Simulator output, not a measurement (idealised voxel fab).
voxel capacitor over wiring: a process module
For reference, the cross-section in this document is cut, with width 290 nm and square cells of 5 nm.
Throughout this document, each cross-section is represented as a grid of square cells and is presented as a sequence of bands enumerated from the top downward, where a band comprises one or more rows of cells.
The band entry comprises the height of the band's top followed by the height of its bottom, expressed in nm, and subsequently the band's materials from left to right, each stated together with its width in nm. Where a single material is marked with the word "throughout", that material fills the band from edge to edge. The word "empty" represents empty space.
Below 0: as-received wafer, all one material; heights counted from there. Lowest band: no bottom, goes on down, written "0 down".
A width such as "30->40" changes by the same amount from each row of cells to the next, from the band's top row to its bottom row.
For the purposes of this document, the phrase "no change" attached to a step denotes that no cell within the cross-section was modified by that step.
What "Trapped cavities" gives you is every empty space of 8 cells or more that is cut off from the top. Each appears as width x height at distance, with the distance taken from the left edge and width, height and distance all in nm.
Formally, on a step line, whatever follows the settings is a remark that the simulator itself makes on the step.
overlay nm: for a step with a mask, the amount by which the mask lay right of where it was planned; a negative amount means left of it.

**Intended process steps**
1: RECEIVE,material Si
2: CONFORMAL_DEP,material SiO2,thk nm 10
3: DIRECTIONAL_DEP,material TiN,thk nm 5
4: DIRECTIONAL_DEP,material Ru,thk nm 25
5: PATTERN,tone cover,mask id METAL_1,material resist,width nm 25,pitch nm 95,thk nm 15,overlay nm 0
6: DIRECTIONAL_ETCH,etch materials Ru,depth nm 25
7: DIRECTIONAL_ETCH,etch materials TiN,depth nm 5
8: STRIP,etch materials resist
9: CONFORMAL_DEP,material SiCN,thk nm 5
10: FILL_DEP,material SiO2,thk nm 10
11: CMP,height nm 40
12: CONFORMAL_DEP,material SiCN,thk nm 5
13: DIRECTIONAL_DEP,material SiO2,thk nm 15
14: MASKED_ETCH,tone open,mask id PLUG_1,width nm 15,etch materials SiO2,depth nm 15,overlay nm 0
15: MASKED_ETCH,tone open,mask id PLUG_1,width nm 15,etch materials SiCN,depth nm 5,overlay nm 0
16: CONFORMAL_DEP,material TiN,thk nm 5
17: FILL_DEP,material W,thk nm 5
18: CMP,height nm 60
19: DIRECTIONAL_DEP,material TiN,thk nm 5
20: DIRECTIONAL_DEP,material SiN,thk nm 5
21: DIRECTIONAL_DEP,material TiN,thk nm 5
22: DIRECTIONAL_DEP,material aC,thk nm 10
23: PATTERN,tone cover,mask id UPPER_PLATE,material resist,width nm 75,thk nm 25,overlay nm 0
24: DIRECTIONAL_ETCH,etch materials aC,depth nm 10
25: STRIP,etch materials resist
26: DIRECTIONAL_ETCH,etch materials TiN,depth nm 5
27: DIRECTIONAL_ETCH,etch materials SiN,depth nm 5
28: STRIP,etch materials aC
29: MASKED_ETCH,tone cover,mask id LOWER_PLATE,width nm 85,etch materials TiN,depth nm 5,overlay nm 0
30: FILL_DEP,material SiO2,thk nm 15
31: CMP,height nm 85
32: DIRECTIONAL_DEP,material aC,thk nm 15
33: PATTERN,tone open,mask id PLUG_2,material resist,width nm 15,thk nm 30,overlay nm 0
34: DIRECTIONAL_ETCH,etch materials aC,depth nm 15
35: STRIP,etch materials resist
36: DIRECTIONAL_ETCH,etch materials SiO2,depth nm 10
37: STRIP,etch materials aC
38: CONFORMAL_DEP,material TiN,thk nm 5
39: FILL_DEP,material W,thk nm 5
40: CMP,height nm 85
41: CONFORMAL_DEP,material SiN,thk nm 5

**First out of two wafers; run went to plan**

**Received-state cross-section, reflecting completion of step 1**
	0 down  Si throughout
	Trapped cavities: none

**Once step 2 is through, the wafer looks like this in cross-section**
	10 to 0  SiO2 throughout
	Under 0: no change, same as before.

**Once step 3 is through, the wafer looks like this in cross-section**
	15 to 10  TiN throughout
	Under 10: no change, same as before.

**Once step 4 is through, the wafer looks like this in cross-section**
	40 to 15  Ru throughout
	Under 15: no change, same as before.

**Once step 5 is through, the wafer looks like this in cross-section**
	55 to 40  empty=85, then resist=25, then empty=70, then resist=25, then empty=85
	Under 40: no change, same as before.

**Once step 6 is through, the wafer looks like this in cross-section**
	55 to 40  empty=85, then resist=25, then empty=70, then resist=25, then empty=85
	40 to 15  empty=85, then Ru=25, then empty=70, then Ru=25, then empty=85
	Under 15: no change, same as before.

**Once step 7 is through, the wafer looks like this in cross-section**
	55 to 40  empty=85, then resist=25, then empty=70, then resist=25, then empty=85
	40 to 15  empty=85, then Ru=25, then empty=70, then Ru=25, then empty=85
	15 to 10  empty=85, then TiN=25, then empty=70, then TiN=25, then empty=85
	Under 10: no change, same as before.

**Once step 8 is through, the wafer looks like this in cross-section**
	40 to 15  empty=85, then Ru=25, then empty=70, then Ru=25, then empty=85
	Under 15: no change, same as before.

**Once step 9 is through, the wafer looks like this in cross-section**
	45 to 40  empty=80, then SiCN=35, then empty=60, then SiCN=35, then empty=80
	40 to 15  empty=80, then SiCN=5, then Ru=25, then SiCN=5, then empty=60, then SiCN=5, then Ru=25, then SiCN=5, then empty=80
	15 to 10  SiCN=85, then TiN=25, then SiCN=70, then TiN=25, then SiCN=85
	Under 10: no change, same as before.

**Once step 10 is through, the wafer looks like this in cross-section**
	55 to 45  SiO2 throughout
	45 to 40  SiO2=80, then SiCN=35, then SiO2=60, then SiCN=35, then SiO2=80
	40 to 15  SiO2=80, then SiCN=5, then Ru=25, then SiCN=5, then SiO2=60, then SiCN=5, then Ru=25, then SiCN=5, then SiO2=80
	Under 15: no change, same as before.

**Once step 11 is through, the wafer looks like this in cross-section**
	40 to 15  SiO2=80, then SiCN=5, then Ru=25, then SiCN=5, then SiO2=60, then SiCN=5, then Ru=25, then SiCN=5, then SiO2=80
	Under 15: no change, same as before.

**Once step 12 is through, the wafer looks like this in cross-section**
	45 to 40  SiCN throughout
	Under 40: no change, same as before.

**Once step 13 is through, the wafer looks like this in cross-section**
	60 to 45  SiO2 throughout
	Under 45: no change, same as before.

**Once step 14 is through, the wafer looks like this in cross-section**
	60 to 45  SiO2=95, then empty=15, then SiO2=180
	Under 45: no change, same as before.

**Once step 15 is through, the wafer looks like this in cross-section**
	60 to 45  SiO2=95, then empty=15, then SiO2=180
	45 to 40  SiCN=95, then empty=15, then SiCN=180
	Under 40: no change, same as before.

**Once step 16 is through, the wafer looks like this in cross-section**
	65 to 60  TiN=100, then empty=5, then TiN=185
	60 to 45  SiO2=95, then TiN=5, then empty=5, then TiN=5, then SiO2=180
	45 to 40  SiCN=95, then TiN=15, then SiCN=180
	Under 40: no change, same as before.

**Once step 17 is through, the wafer looks like this in cross-section**
	70 to 65  W throughout
	65 to 60  TiN=100, then W=5, then TiN=185
	60 to 45  SiO2=95, then TiN=5, then W=5, then TiN=5, then SiO2=180
	Under 45: no change, same as before.

**Once step 18 is through, the wafer looks like this in cross-section**
	60 to 45  SiO2=95, then TiN=5, then W=5, then TiN=5, then SiO2=180
	Under 45: no change, same as before.

**Once step 19 is through, the wafer looks like this in cross-section**
	65 to 60  TiN throughout
	Under 60: no change, same as before.

**Once step 20 is through, the wafer looks like this in cross-section**
	70 to 65  SiN throughout
	Under 65: no change, same as before.

**Once step 21 is through, the wafer looks like this in cross-section**
	75 to 70  TiN throughout
	Under 70: no change, same as before.

**Once step 22 is through, the wafer looks like this in cross-section**
	85 to 75  aC throughout
	Under 75: no change, same as before.

**Once step 23 is through, the wafer looks like this in cross-section**
	110 to 85  empty=95, then resist=75, then empty=120
	Under 85: no change, same as before.

**Once step 24 is through, the wafer looks like this in cross-section**
	100 to 85  empty=95, then resist=75, then empty=120
	85 to 75  empty=95, then aC=75, then empty=120
	Under 75: no change, same as before.

**Once step 25 is through, the wafer looks like this in cross-section**
	85 to 75  empty=95, then aC=75, then empty=120
	Under 75: no change, same as before.

**Once step 26 is through, the wafer looks like this in cross-section**
	85 to 75  empty=95, then aC=75, then empty=120
	75 to 70  empty=95, then TiN=75, then empty=120
	Under 70: no change, same as before.

**Once step 27 is through, the wafer looks like this in cross-section**
	85 to 75  empty=95, then aC=75, then empty=120
	75 to 70  empty=95, then TiN=75, then empty=120
	70 to 65  empty=95, then SiN=75, then empty=120
	Under 65: no change, same as before.

**Once step 28 is through, the wafer looks like this in cross-section**
	75 to 70  empty=95, then TiN=75, then empty=120
	Under 70: no change, same as before.

**Once step 29 is through, the wafer looks like this in cross-section**
	75 to 70  empty=95, then TiN=75, then empty=120
	70 to 65  empty=95, then SiN=75, then empty=120
	65 to 60  empty=90, then TiN=85, then empty=115
	Under 60: no change, same as before.

**Once step 30 is through, the wafer looks like this in cross-section**
	90 to 75  SiO2 throughout
	75 to 70  SiO2=95, then TiN=75, then SiO2=120
	70 to 65  SiO2=95, then SiN=75, then SiO2=120
	65 to 60  SiO2=90, then TiN=85, then SiO2=115
	Under 60: no change, same as before.

**Once step 31 is through, the wafer looks like this in cross-section**
	85 to 75  SiO2 throughout
	Under 75: no change, same as before.

**Once step 32 is through, the wafer looks like this in cross-section**
	100 to 85  aC throughout
	Under 85: no change, same as before.

**Once step 33 is through, the wafer looks like this in cross-section**
	130 to 100  resist=105, then empty=15, then resist=170
	Under 100: no change, same as before.

**Once step 34 is through, the wafer looks like this in cross-section**
	115 to 100  resist=105, then empty=15, then resist=170
	100 to 85  aC=105, then empty=15, then aC=170
	Under 85: no change, same as before.

**Once step 35 is through, the wafer looks like this in cross-section**
	100 to 85  aC=105, then empty=15, then aC=170
	Under 85: no change, same as before.

**Once step 36 is through, the wafer looks like this in cross-section**
	100 to 85  aC=105, then empty=15, then aC=170
	85 to 75  SiO2=105, then empty=15, then SiO2=170
	Under 75: no change, same as before.

**Once step 37 is through, the wafer looks like this in cross-section**
	85 to 75  SiO2=105, then empty=15, then SiO2=170
	Under 75: no change, same as before.

**Once step 38 is through, the wafer looks like this in cross-section**
	90 to 85  TiN=110, then empty=5, then TiN=175
	85 to 80  SiO2=105, then TiN=5, then empty=5, then TiN=5, then SiO2=170
	80 to 70  SiO2=105->95, then TiN=15->75, then SiO2=170->120
	Under 70: no change, same as before.

**Once step 39 is through, the wafer looks like this in cross-section**
	95 to 90  W throughout
	90 to 85  TiN=110, then W=5, then TiN=175
	85 to 80  SiO2=105, then TiN=5, then W=5, then TiN=5, then SiO2=170
	Under 80: no change, same as before.

**Once step 40 is through, the wafer looks like this in cross-section**
	85 to 80  SiO2=105, then TiN=5, then W=5, then TiN=5, then SiO2=170
	Under 80: no change, same as before.

**Once step 41 is through, the wafer looks like this in cross-section**
	90 to 85  SiN throughout
	Under 85: no change, same as before.

**It is to be noted that the second wafer proceeded from the same initial state and according to the same plan as the first, although one mistake was committed in its execution; through step 10, inclusive, the two wafers share an identical history**

**Second wafer shown in cross-section at the time step 11 was slated to end**
	30 to 15  SiO2=80, then SiCN=5, then Ru=25, then SiCN=5, then SiO2=60, then SiCN=5, then Ru=25, then SiCN=5, then SiO2=80
	Under 15: no change, same as before.

**Second wafer shown in cross-section at the time step 12 was slated to end**
	35 to 30  SiCN throughout
	Under 30: no change, same as before.

**Second wafer shown in cross-section at the time step 13 was slated to end**
	50 to 35  SiO2 throughout
	Under 35: no change, same as before.

**Second wafer shown in cross-section at the time step 14 was slated to end**
	50 to 35  SiO2=95, then empty=15, then SiO2=180
	Under 35: no change, same as before.

**Second wafer shown in cross-section at the time step 15 was slated to end**
	50 to 35  SiO2=95, then empty=15, then SiO2=180
	35 to 30  SiCN=95, then empty=15, then SiCN=180
	Under 30: no change, same as before.

**Second wafer shown in cross-section at the time step 16 was slated to end**
	55 to 50  TiN=100, then empty=5, then TiN=185
	50 to 35  SiO2=95, then TiN=5, then empty=5, then TiN=5, then SiO2=180
	35 to 30  SiCN=95, then TiN=15, then SiCN=180
	Under 30: no change, same as before.

**Second wafer shown in cross-section at the time step 17 was slated to end**
	60 to 55  W throughout
	55 to 50  TiN=100, then W=5, then TiN=185
	50 to 35  SiO2=95, then TiN=5, then W=5, then TiN=5, then SiO2=180
	Under 35: no change, same as before.

Second wafer shown in cross-section at the time step 18 was slated to end: no change

**Second wafer shown in cross-section at the time step 19 was slated to end**
	65 to 60  TiN throughout
	Under 60: no change, same as before.

**Second wafer shown in cross-section at the time step 20 was slated to end**
	70 to 65  SiN throughout
	Under 65: no change, same as before.

**Second wafer shown in cross-section at the time step 21 was slated to end**
	75 to 70  TiN throughout
	Under 70: no change, same as before.

**Second wafer shown in cross-section at the time step 22 was slated to end**
	85 to 75  aC throughout
	Under 75: no change, same as before.

**Second wafer shown in cross-section at the time step 23 was slated to end**
	110 to 85  empty=95, then resist=75, then empty=120
	Under 85: no change, same as before.

**Second wafer shown in cross-section at the time step 24 was slated to end**
	100 to 85  empty=95, then resist=75, then empty=120
	85 to 75  empty=95, then aC=75, then empty=120
	Under 75: no change, same as before.

**Second wafer shown in cross-section at the time step 25 was slated to end**
	85 to 75  empty=95, then aC=75, then empty=120
	Under 75: no change, same as before.

**Second wafer shown in cross-section at the time step 26 was slated to end**
	85 to 75  empty=95, then aC=75, then empty=120
	75 to 70  empty=95, then TiN=75, then empty=120
	Under 70: no change, same as before.

**Second wafer shown in cross-section at the time step 27 was slated to end**
	85 to 75  empty=95, then aC=75, then empty=120
	75 to 70  empty=95, then TiN=75, then empty=120
	70 to 65  empty=95, then SiN=75, then empty=120
	Under 65: no change, same as before.

**Second wafer shown in cross-section at the time step 28 was slated to end**
	75 to 70  empty=95, then TiN=75, then empty=120
	Under 70: no change, same as before.

**Second wafer shown in cross-section at the time step 29 was slated to end**
	75 to 70  empty=95, then TiN=75, then empty=120
	70 to 65  empty=95, then SiN=75, then empty=120
	65 to 60  empty=90, then TiN=85, then empty=115
	Under 60: no change, same as before.

**Second wafer shown in cross-section at the time step 30 was slated to end**
	90 to 75  SiO2 throughout
	75 to 70  SiO2=95, then TiN=75, then SiO2=120
	70 to 65  SiO2=95, then SiN=75, then SiO2=120
	65 to 60  SiO2=90, then TiN=85, then SiO2=115
	Under 60: no change, same as before.

**Second wafer shown in cross-section at the time step 31 was slated to end**
	85 to 75  SiO2 throughout
	Under 75: no change, same as before.

**Second wafer shown in cross-section at the time step 32 was slated to end**
	100 to 85  aC throughout
	Under 85: no change, same as before.

**Second wafer shown in cross-section at the time step 33 was slated to end**
	130 to 100  resist=105, then empty=15, then resist=170
	Under 100: no change, same as before.

**Second wafer shown in cross-section at the time step 34 was slated to end**
	115 to 100  resist=105, then empty=15, then resist=170
	100 to 85  aC=105, then empty=15, then aC=170
	Under 85: no change, same as before.

**Second wafer shown in cross-section at the time step 35 was slated to end**
	100 to 85  aC=105, then empty=15, then aC=170
	Under 85: no change, same as before.

**Second wafer shown in cross-section at the time step 36 was slated to end**
	100 to 85  aC=105, then empty=15, then aC=170
	85 to 75  SiO2=105, then empty=15, then SiO2=170
	Under 75: no change, same as before.

**Second wafer shown in cross-section at the time step 37 was slated to end**
	85 to 75  SiO2=105, then empty=15, then SiO2=170
	Under 75: no change, same as before.

**Second wafer shown in cross-section at the time step 38 was slated to end**
	90 to 85  TiN=110, then empty=5, then TiN=175
	85 to 80  SiO2=105, then TiN=5, then empty=5, then TiN=5, then SiO2=170
	80 to 70  SiO2=105->95, then TiN=15->75, then SiO2=170->120
	Under 70: no change, same as before.

**Second wafer shown in cross-section at the time step 39 was slated to end**
	95 to 90  W throughout
	90 to 85  TiN=110, then W=5, then TiN=175
	85 to 80  SiO2=105, then TiN=5, then W=5, then TiN=5, then SiO2=170
	Under 80: no change, same as before.

**Second wafer shown in cross-section at the time step 40 was slated to end**
	85 to 80  SiO2=105, then TiN=5, then W=5, then TiN=5, then SiO2=170
	Under 80: no change, same as before.

**Second wafer shown in cross-section at the time step 41 was slated to end**
	90 to 85  SiN throughout
	Under 85: no change, same as before.
Deviation noted in wafer processing: step 11 ran differently from the plan; actual operation with settings: CMP,height nm 30
Final cells, second wafer relative to first, materials higher or lower: -20 Ru; -8 SiCN; -88 SiO2; +57 TiN; +59 W
